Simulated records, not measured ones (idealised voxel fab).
process module | voxel capacitor over wiring
Cross-sectional view cut (width: 150 nm; square cell size: 5 nm).
Bands, listed from the top down, are how a cross-section gets written in this document; the cross-section itself is a grid of square cells, and a band is one or more rows of them. Basically the band line says how high the top is and how high the bottom is, in nm, and then what's in it from left to right, every material with its width in nm. Empty space shows up as "air", and if a single material carries "all across" it runs the full band edge to edge. Below 0: as-received wafer, all one material; heights counted from there. Lowest band: no bottom, goes on down, written "0 and below". Width: "30..40" (first number = top row, second number = bottom row, same change from row to row of cells). Reading "no modification" for a step: not a cell of the cross-section changed in it. You'll see "Enclosed void list" listing empty spaces that have no way open to the top, as long as they're 8 cells or more; the notation is width x height at distance, where the distance is from the left edge, and all of it is in nm. It should be noted that, on the line of a given step, the content following the step's settings is a remark produced by the simulator itself with respect to that step. A step's line can hold "overlay nm"; with a mask on that step, the setting says how far right of the planned place the mask lay, while a negative setting says it lay to the left. Pairs ahead. Before: cross-section ahead of one process step. After: cross-section once the step is done, shown to the lowest changed band only. Under each pair: that step, with settings. Caution: pairs may come from different runs of this module on the same starting wafer; a pair follows the pair above only where its "Before-step section" entry says so.
Before-step section:
	105 down to 75 | air 35 nm, then resist 60 nm, then air 55 nm
	75 down to 65 | aC all across
	65 down to 55 | TiN all across
	55 down to 50 | Al2O3 all across
	50 down to 45 | TiN all across
	45 down to 35 | SiO2 30 nm, then Ru 15 nm, then SiO2 105 nm
	35 down to 30 | SiCN 30 nm, then Ru 15 nm, then SiCN 105 nm
	30 down to 15 | SiO2 10 nm, then SiN 5 nm, then W 30 nm, then SiN 5 nm, then SiO2 50 nm, then SiN 5 nm, then W 30 nm, then SiN 5 nm, then SiO2 10 nm
	15 down to 10 | SiN 15 nm, then TiN 30 nm, then SiN 60 nm, then TiN 30 nm, then SiN 15 nm
	10 down to 0 | SiO2 all across
	0 and below | Si all across
	Enclosed void list: none
Resulting Structure:
	95 down to 75 | air 35 nm, then resist 60 nm, then air 55 nm
	75 down to 65 | air 35 nm, then aC 60 nm, then air 55 nm
	Whatever lies below 65 is exactly as it was before.
	Enclosed void list: none
What sits between those two cross-sections? DIRECTIONAL_ETCH: etch materials aC, depth nm 10
Before-step section: it's just the after picture from the pair right above this one.
Resulting Structure:
	75 down to 65 | air 35 nm, then aC 60 nm, then air 55 nm
	Whatever lies below 65 is exactly as it was before.
	Enclosed void list: none
What sits between those two cross-sections? STRIP: etch materials resist
Before-step section: it's just the after picture from the pair right above this one.
Resulting Structure:
	75 down to 65 | air 35 nm, then aC 60 nm, then air 55 nm
	65 down to 55 | air 35 nm, then TiN 60 nm, then air 55 nm
	Whatever lies below 55 is exactly as it was before.
	Enclosed void list: none
What sits between those two cross-sections? DIRECTIONAL_ETCH: etch materials TiN, depth nm 10
Before-step section: it's just the after picture from the pair right above this one.
Resulting Structure:
	75 down to 65 | air 35 nm, then aC 60 nm, then air 55 nm
	65 down to 55 | air 35 nm, then TiN 60 nm, then air 55 nm
	55 down to 50 | air 35 nm, then Al2O3 60 nm, then air 55 nm
	Whatever lies below 50 is exactly as it was before.
	Enclosed void list: none
What sits between those two cross-sections? DIRECTIONAL_ETCH: etch materials Al2O3, depth nm 5
Before-step section: it's just the after picture from the pair right above this one.
Resulting Structure:
	65 down to 55 | air 35 nm, then TiN 60 nm, then air 55 nm
	Whatever lies below 55 is exactly as it was before.
	Enclosed void list: none
What sits between those two cross-sections? STRIP: etch materials aC
Before-step section: it's just the after picture from the pair right above this one.
Resulting Structure:
	75 down to 65 | air 35 nm, then aC 60 nm, then air 55 nm
	65 down to 60 | air 35 nm, then TiN 60 nm, then air 55 nm
	60 down to 55 | aC 35 nm, then TiN 60 nm, then aC 55 nm
	55 down to 50 | aC 35 nm, then Al2O3 60 nm, then aC 55 nm
	Whatever lies below 50 is exactly as it was before.
	Enclosed void list: none
What sits between those two cross-sections? DIRECTIONAL_DEP: material aC, thk nm 10
Before-step section: it's just the after picture from the pair right above this one.
Resulting Structure:
	105 down to 75 | air 25 nm, then resist 75 nm, then air 50 nm
	75 down to 65 | air 25 nm, then resist 10 nm, then aC 60 nm, then resist 5 nm, then air 50 nm
	65 down to 60 | air 25 nm, then resist 10 nm, then TiN 60 nm, then resist 5 nm, then air 50 nm
	Whatever lies below 60 is exactly as it was before.
	Enclosed void list: none
What sits between those two cross-sections? PATTERN: tone cover, mask id LOWER_PLATE, material resist, width nm 75, thk nm 30, overlay nm 0
Before-step section: it's just the after picture from the pair right above this one.
Resulting Structure:
	95 down to 75 | air 25 nm, then resist 75 nm, then air 50 nm
	75 down to 65 | air 25 nm, then resist 10 nm, then aC 60 nm, then resist 5 nm, then air 50 nm
	65 down to 60 | air 25 nm, then resist 10 nm, then TiN 60 nm, then resist 5 nm, then air 50 nm
	60 down to 55 | air 25 nm, then aC 10 nm, then TiN 60 nm, then aC 5 nm, then air 50 nm
	55 down to 50 | air 25 nm, then aC 10 nm, then Al2O3 60 nm, then aC 5 nm, then air 50 nm
	Whatever lies below 50 is exactly as it was before.
	Enclosed void list: none
What sits between those two cross-sections? DIRECTIONAL_ETCH: etch materials aC, depth nm 10
Before-step section: it's just the after picture from the pair right above this one.
Resulting Structure:
	75 down to 65 | air 35 nm, then aC 60 nm, then air 55 nm
	65 down to 60 | air 35 nm, then TiN 60 nm, then air 55 nm
	Whatever lies below 60 is exactly as it was before.
	Enclosed void list: none
What sits between those two cross-sections? STRIP: etch materials resist
Before-step section: it's just the after picture from the pair right above this one.
Resulting Structure:
	75 down to 65 | air 35 nm, then aC 60 nm, then air 55 nm
	65 down to 60 | air 35 nm, then TiN 60 nm, then air 55 nm
	60 down to 55 | air 25 nm, then aC 10 nm, then TiN 60 nm, then aC 5 nm, then air 50 nm
	55 down to 50 | air 25 nm, then aC 10 nm, then Al2O3 60 nm, then aC 5 nm, then air 50 nm
	50 down to 45 | air 25 nm, then TiN 75 nm, then air 50 nm
	Whatever lies below 45 is exactly as it was before.
	Enclosed void list: none
What sits between those two cross-sections? DIRECTIONAL_ETCH: etch materials TiN, depth nm 5
Before-step section: it's just the after picture from the pair right above this one.
Resulting Structure:
	65 down to 55 | air 35 nm, then TiN 60 nm, then air 55 nm
	55 down to 50 | air 35 nm, then Al2O3 60 nm, then air 55 nm
	Whatever lies below 50 is exactly as it was before.
	Enclosed void list: none
What sits between those two cross-sections? STRIP: etch materials aC
Before-step section: it's just the after picture from the pair right above this one.
Resulting Structure:
	85 down to 65 | SiO2 all across
	65 down to 55 | SiO2 35 nm, then TiN 60 nm, then SiO2 55 nm
	55 down to 50 | SiO2 35 nm, then Al2O3 60 nm, then SiO2 55 nm
	50 down to 45 | SiO2 25 nm, then TiN 75 nm, then SiO2 50 nm
	Whatever lies below 45 is exactly as it was before.
	Enclosed void list: none
What sits between those two cross-sections? FILL_DEP: material SiO2, thk nm 20
Before-step section: it's just the after picture from the pair right above this one.
Resulting Structure:
	80 down to 65 | SiO2 all across
	Whatever lies below 65 is exactly as it was before.
	Enclosed void list: none
What sits between those two cross-sections? CMP: height nm 80
Before-step section: it's just the after picture from the pair right above this one.
Resulting Structure:
	80 down to 65 | SiO2 40 nm, then air 15 nm, then SiO2 95 nm
	Whatever lies below 65 is exactly as it was before.
	Enclosed void list: none
What sits between those two cross-sections? MASKED_ETCH: tone open, mask id PLUG_2, width nm 15, etch materials SiO2, depth nm 15, overlay nm 0
Before-step section: it's just the after picture from the pair right above this one.
Resulting Structure:
	85 down to 80 | TiN 45 nm, then air 5 nm, then TiN 100 nm
	80 down to 70 | SiO2 40 nm, then TiN 5 nm, then air 5 nm, then TiN 5 nm, then SiO2 95 nm
	70 down to 65 | SiO2 40 nm, then TiN 15 nm, then SiO2 95 nm
	Whatever lies below 65 is exactly as it was before.
	Enclosed void list: none
What sits between those two cross-sections? CONFORMAL_DEP: material TiN, thk nm 5
Before-step section: it's just the after picture from the pair right above this one.
Resulting Structure:
	90 down to 85 | W all across
	85 down to 80 | TiN 45 nm, then W 5 nm, then TiN 100 nm
	80 down to 70 | SiO2 40 nm, then TiN 5 nm, then W 5 nm, then TiN 5 nm, then SiO2 95 nm
	Whatever lies below 70 is exactly as it was before.
	Enclosed void list: none
What sits between those two cross-sections? FILL_DEP: material W, thk nm 5
Before-step section: it's just the after picture from the pair right above this one.
Resulting Structure:
	80 down to 70 | SiO2 40 nm, then TiN 5 nm, then W 5 nm, then TiN 5 nm, then SiO2 95 nm
	Whatever lies below 70 is exactly as it was before.
	Enclosed void list: none
What sits between those two cross-sections? CMP: height nm 80
Before-step section: it's just the after picture from the pair right above this one.
Resulting Structure:
	85 down to 80 | SiN all across
	Whatever lies below 80 is exactly as it was before.
	Enclosed void list: none
What sits between those two cross-sections? CONFORMAL_DEP: material SiN, thk nm 5
Before-step section:
	45 down to 35 | SiO2 all across
	35 down to 30 | SiCN all across
	30 down to 15 | SiO2 10 nm, then SiN 5 nm, then W 30 nm, then SiN 5 nm, then SiO2 50 nm, then SiN 5 nm, then W 30 nm, then SiN 5 nm, then SiO2 10 nm
	15 down to 10 | SiN 15 nm, then TiN 30 nm, then SiN 60 nm, then TiN 30 nm, then SiN 15 nm
	10 down to 0 | SiO2 all across
	0 and below | Si all across
	Enclosed void list: none
Resulting Structure:
	45 down to 35 | SiO2 25 nm, then air 15 nm, then SiO2 110 nm
	Whatever lies below 35 is exactly as it was before.
	Enclosed void list: none
What sits between those two cross-sections? MASKED_ETCH: tone open, mask id PLUG_1, width nm 15, etch materials SiO2, depth nm 10, overlay nm -5
Before-step section: it's just the after picture from the pair right above this one.
Resulting Structure:
	45 down to 35 | SiO2 25 nm, then air 15 nm, then SiO2 110 nm
	35 down to 30 | SiCN 30 nm, then air 10 nm, then SiCN 110 nm
	Whatever lies below 30 is exactly as it was before.
	Enclosed void list: none
What sits between those two cross-sections? MASKED_ETCH: tone open, mask id PLUG_1, width nm 15, etch materials SiCN, depth nm 5, overlay nm 0
Before-step section: it's just the after picture from the pair right above this one.
Resulting Structure:
	45 down to 40 | SiO2 25 nm, then air 15 nm, then SiO2 110 nm
	40 down to 35 | SiO2 25 nm, then Ru 15 nm, then SiO2 110 nm
	35 down to 30 | SiCN 30 nm, then Ru 10 nm, then SiCN 110 nm
	Whatever lies below 30 is exactly as it was before.
	Enclosed void list: none
What sits between those two cross-sections? EPI: material Ru, thk nm 10
Before-step section: it's just the after picture from the pair right above this one.
Resulting Structure:
	45 down to 35 | SiO2 25 nm, then Ru 15 nm, then SiO2 110 nm
	Whatever lies below 35 is exactly as it was before.
	Enclosed void list: none
What sits between those two cross-sections? EPI: material Ru, thk nm 5
Before-step section: it's just the after picture from the pair right above this one.
Resulting Structure:
	50 down to 45 | TiN all across
	Whatever lies below 45 is exactly as it was before.
	Enclosed void list: none
What sits between those two cross-sections? DIRECTIONAL_DEP: material TiN, thk nm 5
Before-step section: it's just the after picture from the pair right above this one.
Resulting Structure:
	55 down to 50 | Al2O3 all across
	Whatever lies below 50 is exactly as it was before.
	Enclosed void list: none
What sits between those two cross-sections? DIRECTIONAL_DEP: material Al2O3, thk nm 5
Before-step section: it's just the after picture from the pair right above this one.
Resulting Structure:
	65 down to 55 | TiN all across
	Whatever lies below 55 is exactly as it was before.
	Enclosed void list: none
What sits between those two cross-sections? DIRECTIONAL_DEP: material TiN, thk nm 10
Before-step section: it's just the after picture from the pair right above this one.
Resulting Structure:
	75 down to 65 | aC all across
	Whatever lies below 65 is exactly as it was before.
	Enclosed void list: none
What sits between those two cross-sections? DIRECTIONAL_DEP: material aC, thk nm 10
Before-step section: it's just the after picture from the pair right above this one.
Resulting Structure:
	105 down to 75 | air 30 nm, then resist 65 nm, then air 55 nm
	Whatever lies below 75 is exactly as it was before.
	Enclosed void list: none
What sits between those two cross-sections? PATTERN: tone cover, mask id UPPER_PLATE, material resist, width nm 65, thk nm 30, overlay nm 0
Before-step section: it's just the after picture from the pair right above this one.
Resulting Structure:
	95 down to 75 | air 30 nm, then resist 65 nm, then air 55 nm
	75 down to 65 | air 30 nm, then aC 65 nm, then air 55 nm
	Whatever lies below 65 is exactly as it was before.
	Enclosed void list: none
What sits between those two cross-sections? DIRECTIONAL_ETCH: etch materials aC, depth nm 10
Before-step section: it's just the after picture from the pair right above this one.
Resulting Structure:
	75 down to 65 | air 30 nm, then aC 65 nm, then air 55 nm
	Whatever lies below 65 is exactly as it was before.
	Enclosed void list: none
What sits between those two cross-sections? STRIP: etch materials resist
Before-step section: it's just the after picture from the pair right above this one.
Resulting Structure:
	75 down to 65 | air 30 nm, then aC 65 nm, then air 55 nm
	65 down to 55 | air 30 nm, then TiN 65 nm, then air 55 nm
	Whatever lies below 55 is exactly as it was before.
	Enclosed void list: none
What sits between those two cross-sections? DIRECTIONAL_ETCH: etch materials TiN, depth nm 10
Before-step section: it's just the after picture from the pair right above this one.
Resulting Structure:
	75 down to 65 | air 30 nm, then aC 65 nm, then air 55 nm
	65 down to 55 | air 30 nm, then TiN 65 nm, then air 55 nm
	55 down to 50 | air 30 nm, then Al2O3 65 nm, then air 55 nm
	Whatever lies below 50 is exactly as it was before.
	Enclosed void list: none
What sits between those two cross-sections? DIRECTIONAL_ETCH: etch materials Al2O3, depth nm 5
Before-step section: it's just the after picture from the pair right above this one.
Resulting Structure:
	65 down to 55 | air 30 nm, then TiN 65 nm, then air 55 nm
	Whatever lies below 55 is exactly as it was before.
	Enclosed void list: none
What sits between those two cross-sections? STRIP: etch materials aC
Before-step section: it's just the after picture from the pair right above this one.
Resulting Structure:
	75 down to 65 | air 30 nm, then aC 65 nm, then air 55 nm
	65 down to 60 | air 30 nm, then TiN 65 nm, then air 55 nm
	60 down to 55 | aC 30 nm, then TiN 65 nm, then aC 55 nm
	55 down to 50 | aC 30 nm, then Al2O3 65 nm, then aC 55 nm
	Whatever lies below 50 is exactly as it was before.
	Enclosed void list: none
What sits between those two cross-sections? DIRECTIONAL_DEP: material aC, thk nm 10
Before-step section: it's just the after picture from the pair right above this one.
Resulting Structure:
	105 down to 75 | air 25 nm, then resist 75 nm, then air 50 nm
	75 down to 65 | air 25 nm, then resist 5 nm, then aC 65 nm, then resist 5 nm, then air 50 nm
	65 down to 60 | air 25 nm, then resist 5 nm, then TiN 65 nm, then resist 5 nm, then air 50 nm
	Whatever lies below 60 is exactly as it was before.
	Enclosed void list: none
What sits between those two cross-sections? PATTERN: tone cover, mask id LOWER_PLATE, material resist, width nm 75, thk nm 30, overlay nm 0
Before-step section: it's just the after picture from the pair right above this one.
Resulting Structure:
	95 down to 75 | air 25 nm, then resist 75 nm, then air 50 nm
	75 down to 65 | air 25 nm, then resist 5 nm, then aC 65 nm, then resist 5 nm, then air 50 nm
	65 down to 60 | air 25 nm, then resist 5 nm, then TiN 65 nm, then resist 5 nm, then air 50 nm
	60 down to 55 | air 25 nm, then aC 5 nm, then TiN 65 nm, then aC 5 nm, then air 50 nm
	55 down to 50 | air 25 nm, then aC 5 nm, then Al2O3 65 nm, then aC 5 nm, then air 50 nm
	Whatever lies below 50 is exactly as it was before.
	Enclosed void list: none
What sits between those two cross-sections? DIRECTIONAL_ETCH: etch materials aC, depth nm 10
Before-step section: it's just the after picture from the pair right above this one.
Resulting Structure:
	75 down to 65 | air 30 nm, then aC 65 nm, then air 55 nm
	65 down to 60 | air 30 nm, then TiN 65 nm, then air 55 nm
	Whatever lies below 60 is exactly as it was before.
	Enclosed void list: none
What sits between those two cross-sections? STRIP: etch materials resist
Before-step section: it's just the after picture from the pair right above this one.
Resulting Structure:
	75 down to 65 | air 30 nm, then aC 65 nm, then air 55 nm
	65 down to 60 | air 30 nm, then TiN 65 nm, then air 55 nm
	60 down to 55 | air 25 nm, then aC 5 nm, then TiN 65 nm, then aC 5 nm, then air 50 nm
	55 down to 50 | air 25 nm, then aC 5 nm, then Al2O3 65 nm, then aC 5 nm, then air 50 nm
	50 down to 45 | air 25 nm, then TiN 75 nm, then air 50 nm
	Whatever lies below 45 is exactly as it was before.
	Enclosed void list: none
What sits between those two cross-sections? DIRECTIONAL_ETCH: etch materials TiN, depth nm 5
Before-step section: it's just the after picture from the pair right above this one.
Resulting Structure:
	65 down to 55 | air 30 nm, then TiN 65 nm, then air 55 nm
	55 down to 50 | air 30 nm, then Al2O3 65 nm, then air 55 nm
	Whatever lies below 50 is exactly as it was before.
	Enclosed void list: none
What sits between those two cross-sections? STRIP: etch materials aC
Before-step section: it's just the after picture from the pair right above this one.
Resulting Structure:
	85 down to 65 | SiO2 all across
	65 down to 55 | SiO2 30 nm, then TiN 65 nm, then SiO2 55 nm
	55 down to 50 | SiO2 30 nm, then Al2O3 65 nm, then SiO2 55 nm
	50 down to 45 | SiO2 25 nm, then TiN 75 nm, then SiO2 50 nm
	Whatever lies below 45 is exactly as it was before.
	Enclosed void list: none
What sits between those two cross-sections? FILL_DEP: material SiO2, thk nm 20
Before-step section: it's just the after picture from the pair right above this one.
Resulting Structure:
	80 down to 65 | SiO2 all across
	Whatever lies below 65 is exactly as it was before.
	Enclosed void list: none
What sits between those two cross-sections? CMP: height nm 80
Before-step section: it's just the after picture from the pair right above this one.
Resulting Structure:
	80 down to 65 | SiO2 40 nm, then air 15 nm, then SiO2 95 nm
	Whatever lies below 65 is exactly as it was before.
	Enclosed void list: none
What sits between those two cross-sections? MASKED_ETCH: tone open, mask id PLUG_2, width nm 15, etch materials SiO2, depth nm 15, overlay nm 0
Before-step section: it's just the after picture from the pair right above this one.
Resulting Structure:
	85 down to 80 | TiN 45 nm, then air 5 nm, then TiN 100 nm
	80 down to 70 | SiO2 40 nm, then TiN 5 nm, then air 5 nm, then TiN 5 nm, then SiO2 95 nm
	70 down to 65 | SiO2 40 nm, then TiN 15 nm, then SiO2 95 nm
	Whatever lies below 65 is exactly as it was before.
	Enclosed void list: none
What sits between those two cross-sections? CONFORMAL_DEP: material TiN, thk nm 5
Before-step section: it's just the after picture from the pair right above this one.
Resulting Structure:
	90 down to 85 | W all across
	85 down to 80 | TiN 45 nm, then W 5 nm, then TiN 100 nm
	80 down to 70 | SiO2 40 nm, then TiN 5 nm, then W 5 nm, then TiN 5 nm, then SiO2 95 nm
	Whatever lies below 70 is exactly as it was before.
	Enclosed void list: none
What sits between those two cross-sections? FILL_DEP: material W, thk nm 5
Before-step section: it's just the after picture from the pair right above this one.
Resulting Structure:
	80 down to 70 | SiO2 40 nm, then TiN 5 nm, then W 5 nm, then TiN 5 nm, then SiO2 95 nm
	Whatever lies below 70 is exactly as it was before.
	Enclosed void list: none
What sits between those two cross-sections? CMP: height nm 80
Before-step section: it's just the after picture from the pair right above this one.
Resulting Structure:
	85 down to 80 | SiN all across
	Whatever lies below 80 is exactly as it was before.
	Enclosed void list: none
What sits between those two cross-sections? CONFORMAL_DEP: material SiN, thk nm 5
Before-step section:
	35 down to 30 | air 10 nm, then SiN 40 nm, then air 50 nm, then SiN 40 nm, then air 10 nm
	30 down to 15 | air 10 nm, then SiN 5 nm, then W 30 nm, then SiN 5 nm, then air 50 nm, then SiN 5 nm, then W 30 nm, then SiN 5 nm, then air 10 nm
	15 down to 10 | SiN 15 nm, then TiN 30 nm, then SiN 60 nm, then TiN 30 nm, then SiN 15 nm
	10 down to 0 | SiO2 all across
	0 and below | Si all across
	Enclosed void list: none
Resulting Structure:
	40 down to 35 | Al2O3 all across
	35 down to 30 | Al2O3 10 nm, then SiN 40 nm, then Al2O3 50 nm, then SiN 40 nm, then Al2O3 10 nm
	30 down to 15 | Al2O3 10 nm, then SiN 5 nm, then W 30 nm, then SiN 5 nm, then Al2O3 50 nm, then SiN 5 nm, then W 30 nm, then SiN 5 nm, then Al2O3 10 nm
	Whatever lies below 15 is exactly as it was before.
	Enclosed void list: none
What sits between those two cross-sections? FILL_DEP: material Al2O3, thk nm 5
Before-step section: it's just the after picture from the pair right above this one.
Resulting Structure:
	30 down to 15 | Al2O3 10 nm, then SiN 5 nm, then W 30 nm, then SiN 5 nm, then Al2O3 50 nm, then SiN 5 nm, then W 30 nm, then SiN 5 nm, then Al2O3 10 nm
	Whatever lies below 15 is exactly as it was before.
	Enclosed void list: none
What sits between those two cross-sections? CMP: height nm 30
Before-step section: it's just the after picture from the pair right above this one.
Resulting Structure:
	35 down to 30 | SiCN all across
	Whatever lies below 30 is exactly as it was before.
	Enclosed void list: none
What sits between those two cross-sections? CONFORMAL_DEP: material SiCN, thk nm 5
Before-step section: it's just the after picture from the pair right above this one.
Resulting Structure:
	45 down to 35 | SiO2 all across
	Whatever lies below 35 is exactly as it was before.
	Enclosed void list: none
What sits between those two cross-sections? DIRECTIONAL_DEP: material SiO2, thk nm 10
Before-step section: it's just the after picture from the pair right above this one.
Resulting Structure:
	45 down to 35 | SiO2 30 nm, then air 15 nm, then SiO2 105 nm
	Whatever lies below 35 is exactly as it was before.
	Enclosed void list: none
What sits between those two cross-sections? MASKED_ETCH: tone open, mask id PLUG_1, width nm 15, etch materials SiO2, depth nm 10, overlay nm 0
Before-step section: it's just the after picture from the pair right above this one.
Resulting Structure:
	45 down to 35 | SiO2 30 nm, then air 15 nm, then SiO2 105 nm
	35 down to 30 | SiCN 30 nm, then air 15 nm, then SiCN 105 nm
	Whatever lies below 30 is exactly as it was before.
	Enclosed void list: none
What sits between those two cross-sections? MASKED_ETCH: tone open, mask id PLUG_1, width nm 15, etch materials SiCN, depth nm 5, overlay nm 0
Before-step section: it's just the after picture from the pair right above this one.
Resulting Structure:
	45 down to 40 | SiO2 30 nm, then air 15 nm, then SiO2 105 nm
	40 down to 35 | SiO2 30 nm, then Ru 15 nm, then SiO2 105 nm
	35 down to 30 | SiCN 30 nm, then Ru 15 nm, then SiCN 105 nm
	Whatever lies below 30 is exactly as it was before.
	Enclosed void list: none
What sits between those two cross-sections? EPI: material Ru, thk nm 10
Before-step section: it's just the after picture from the pair right above this one.
Resulting Structure:
	45 down to 35 | SiO2 30 nm, then Ru 15 nm, then SiO2 105 nm
	Whatever lies below 35 is exactly as it was before.
	Enclosed void list: none
What sits between those two cross-sections? EPI: material Ru, thk nm 5
Before-step section: it's just the after picture from the pair right above this one.
Resulting Structure:
	50 down to 45 | TiN all across
	Whatever lies below 45 is exactly as it was before.
	Enclosed void list: none
What sits between those two cross-sections? DIRECTIONAL_DEP: material TiN, thk nm 5
Before-step section: it's just the after picture from the pair right above this one.
Resulting Structure:
	55 down to 50 | Al2O3 all across
	Whatever lies below 50 is exactly as it was before.
	Enclosed void list: none
What sits between those two cross-sections? DIRECTIONAL_DEP: material Al2O3, thk nm 5
Before-step section: it's just the after picture from the pair right above this one.
Resulting Structure:
	65 down to 55 | TiN all across
	Whatever lies below 55 is exactly as it was before.
	Enclosed void list: none
What sits between those two cross-sections? DIRECTIONAL_DEP: material TiN, thk nm 10
Before-step section: it's just the after picture from the pair right above this one.
Resulting Structure:
	75 down to 65 | aC all across
	Whatever lies below 65 is exactly as it was before.
	Enclosed void list: none
What sits between those two cross-sections? DIRECTIONAL_DEP: material aC, thk nm 10
Before-step section: it's just the after picture from the pair right above this one.
Resulting Structure:
	105 down to 75 | air 30 nm, then resist 65 nm, then air 55 nm
	Whatever lies below 75 is exactly as it was before.
	Enclosed void list: none
What sits between those two cross-sections? PATTERN: tone cover, mask id UPPER_PLATE, material resist, width nm 65, thk nm 30, overlay nm 0
Before-step section: it's just the after picture from the pair right above this one.
Resulting Structure:
	95 down to 75 | air 30 nm, then resist 65 nm, then air 55 nm
	75 down to 65 | air 30 nm, then aC 65 nm, then air 55 nm
	Whatever lies below 65 is exactly as it was before.
	Enclosed void list: none
What sits between those two cross-sections? DIRECTIONAL_ETCH: etch materials aC, depth nm 10
Before-step section: it's just the after picture from the pair right above this one.
Resulting Structure:
	75 down to 65 | air 30 nm, then aC 65 nm, then air 55 nm
	Whatever lies below 65 is exactly as it was before.
	Enclosed void list: none
What sits between those two cross-sections? STRIP: etch materials resist
Before-step section: it's just the after picture from the pair right above this one.
Resulting Structure:
	75 down to 65 | air 30 nm, then aC 65 nm, then air 55 nm
	65 down to 55 | air 30 nm, then TiN 65 nm, then air 55 nm
	Whatever lies below 55 is exactly as it was before.
	Enclosed void list: none
What sits between those two cross-sections? DIRECTIONAL_ETCH: etch materials TiN, depth nm 10
Before-step section: it's just the after picture from the pair right above this one.
Resulting Structure:
	75 down to 65 | air 30 nm, then aC 65 nm, then air 55 nm
	65 down to 55 | air 30 nm, then TiN 65 nm, then air 55 nm
	55 down to 50 | air 30 nm, then Al2O3 65 nm, then air 55 nm
	Whatever lies below 50 is exactly as it was before.
	Enclosed void list: none
What sits between those two cross-sections? DIRECTIONAL_ETCH: etch materials Al2O3, depth nm 5
Before-step section: it's just the after picture from the pair right above this one.
Resulting Structure:
	65 down to 55 | air 30 nm, then TiN 65 nm, then air 55 nm
	Whatever lies below 55 is exactly as it was before.
	Enclosed void list: none
What sits between those two cross-sections? STRIP: etch materials aC
Before-step section: it's just the after picture from the pair right above this one.
Resulting Structure:
	75 down to 65 | air 30 nm, then aC 65 nm, then air 55 nm
	65 down to 60 | air 30 nm, then TiN 65 nm, then air 55 nm
	60 down to 55 | aC 30 nm, then TiN 65 nm, then aC 55 nm
	55 down to 50 | aC 30 nm, then Al2O3 65 nm, then aC 55 nm
	Whatever lies below 50 is exactly as it was before.
	Enclosed void list: none
What sits between those two cross-sections? DIRECTIONAL_DEP: material aC, thk nm 10
Before-step section: it's just the after picture from the pair right above this one.
Resulting Structure:
	105 down to 75 | air 25 nm, then resist 75 nm, then air 50 nm
	75 down to 65 | air 25 nm, then resist 5 nm, then aC 65 nm, then resist 5 nm, then air 50 nm
	65 down to 60 | air 25 nm, then resist 5 nm, then TiN 65 nm, then resist 5 nm, then air 50 nm
	Whatever lies below 60 is exactly as it was before.
	Enclosed void list: none
What sits between those two cross-sections? PATTERN: tone cover, mask id LOWER_PLATE, material resist, width nm 75, thk nm 30, overlay nm 0
Before-step section: it's just the after picture from the pair right above this one.
Resulting Structure:
	95 down to 75 | air 25 nm, then resist 75 nm, then air 50 nm
	75 down to 65 | air 25 nm, then resist 5 nm, then aC 65 nm, then resist 5 nm, then air 50 nm
	65 down to 60 | air 25 nm, then resist 5 nm, then TiN 65 nm, then resist 5 nm, then air 50 nm
	60 down to 55 | air 25 nm, then aC 5 nm, then TiN 65 nm, then aC 5 nm, then air 50 nm
	55 down to 50 | air 25 nm, then aC 5 nm, then Al2O3 65 nm, then aC 5 nm, then air 50 nm
	Whatever lies below 50 is exactly as it was before.
	Enclosed void list: none
What sits between those two cross-sections? DIRECTIONAL_ETCH: etch materials aC, depth nm 10
Before-step section: it's just the after picture from the pair right above this one.
Resulting Structure:
	75 down to 65 | air 30 nm, then aC 65 nm, then air 55 nm
	65 down to 60 | air 30 nm, then TiN 65 nm, then air 55 nm
	Whatever lies below 60 is exactly as it was before.
	Enclosed void list: none
What sits between those two cross-sections? STRIP: etch materials resist
Before-step section: it's just the after picture from the pair right above this one.
Resulting Structure:
	75 down to 65 | air 30 nm, then aC 65 nm, then air 55 nm
	65 down to 60 | air 30 nm, then TiN 65 nm, then air 55 nm
	60 down to 55 | air 25 nm, then aC 5 nm, then TiN 65 nm, then aC 5 nm, then air 50 nm
	55 down to 50 | air 25 nm, then aC 5 nm, then Al2O3 65 nm, then aC 5 nm, then air 50 nm
	50 down to 45 | air 25 nm, then TiN 75 nm, then air 50 nm
	Whatever lies below 45 is exactly as it was before.
	Enclosed void list: none
What sits between those two cross-sections? DIRECTIONAL_ETCH: etch materials TiN, depth nm 5
Before-step section: it's just the after picture from the pair right above this one.
Resulting Structure:
	65 down to 55 | air 30 nm, then TiN 65 nm, then air 55 nm
	55 down to 50 | air 30 nm, then Al2O3 65 nm, then air 55 nm
	Whatever lies below 50 is exactly as it was before.
	Enclosed void list: none
What sits between those two cross-sections? STRIP: etch materials aC
Before-step section: it's just the after picture from the pair right above this one.
Resulting Structure:
	85 down to 65 | SiO2 all across
	65 down to 55 | SiO2 30 nm, then TiN 65 nm, then SiO2 55 nm
	55 down to 50 | SiO2 30 nm, then Al2O3 65 nm, then SiO2 55 nm
	50 down to 45 | SiO2 25 nm, then TiN 75 nm, then SiO2 50 nm
	Whatever lies below 45 is exactly as it was before.
	Enclosed void list: none
What sits between those two cross-sections? FILL_DEP: material SiO2, thk nm 20
Before-step section: it's just the after picture from the pair right above this one.
Resulting Structure:
	80 down to 65 | SiO2 all across
	Whatever lies below 65 is exactly as it was before.
	Enclosed void list: none
What sits between those two cross-sections? CMP: height nm 80
Before-step section: it's just the after picture from the pair right above this one.
Resulting Structure:
	80 down to 65 | SiO2 40 nm, then air 15 nm, then SiO2 95 nm
	Whatever lies below 65 is exactly as it was before.
	Enclosed void list: none
What sits between those two cross-sections? MASKED_ETCH: tone open, mask id PLUG_2, width nm 15, etch materials SiO2, depth nm 15, overlay nm 0
Before-step section: it's just the after picture from the pair right above this one.
Resulting Structure:
	85 down to 80 | TiN 45 nm, then air 5 nm, then TiN 100 nm
	80 down to 70 | SiO2 40 nm, then TiN 5 nm, then air 5 nm, then TiN 5 nm, then SiO2 95 nm
	70 down to 65 | SiO2 40 nm, then TiN 15 nm, then SiO2 95 nm
	Whatever lies below 65 is exactly as it was before.
	Enclosed void list: none
What sits between those two cross-sections? CONFORMAL_DEP: material TiN, thk nm 5
Before-step section: it's just the after picture from the pair right above this one.
Resulting Structure:
	90 down to 85 | W all across
	85 down to 80 | TiN 45 nm, then W 5 nm, then TiN 100 nm
	80 down to 70 | SiO2 40 nm, then TiN 5 nm, then W 5 nm, then TiN 5 nm, then SiO2 95 nm
	Whatever lies below 70 is exactly as it was before.
	Enclosed void list: none
What sits between those two cross-sections? FILL_DEP: material W, thk nm 5
Before-step section: it's just the after picture from the pair right above this one.
Resulting Structure:
	80 down to 70 | SiO2 40 nm, then TiN 5 nm, then W 5 nm, then TiN 5 nm, then SiO2 95 nm
	Whatever lies below 70 is exactly as it was before.
	Enclosed void list: none
What sits between those two cross-sections? CMP: height nm 80
Before-step section: it's just the after picture from the pair right above this one.
Resulting Structure:
	85 down to 80 | SiN all across
	Whatever lies below 80 is exactly as it was before.
	Enclosed void list: none
What sits between those two cross-sections? CONFORMAL_DEP: material SiN, thk nm 5
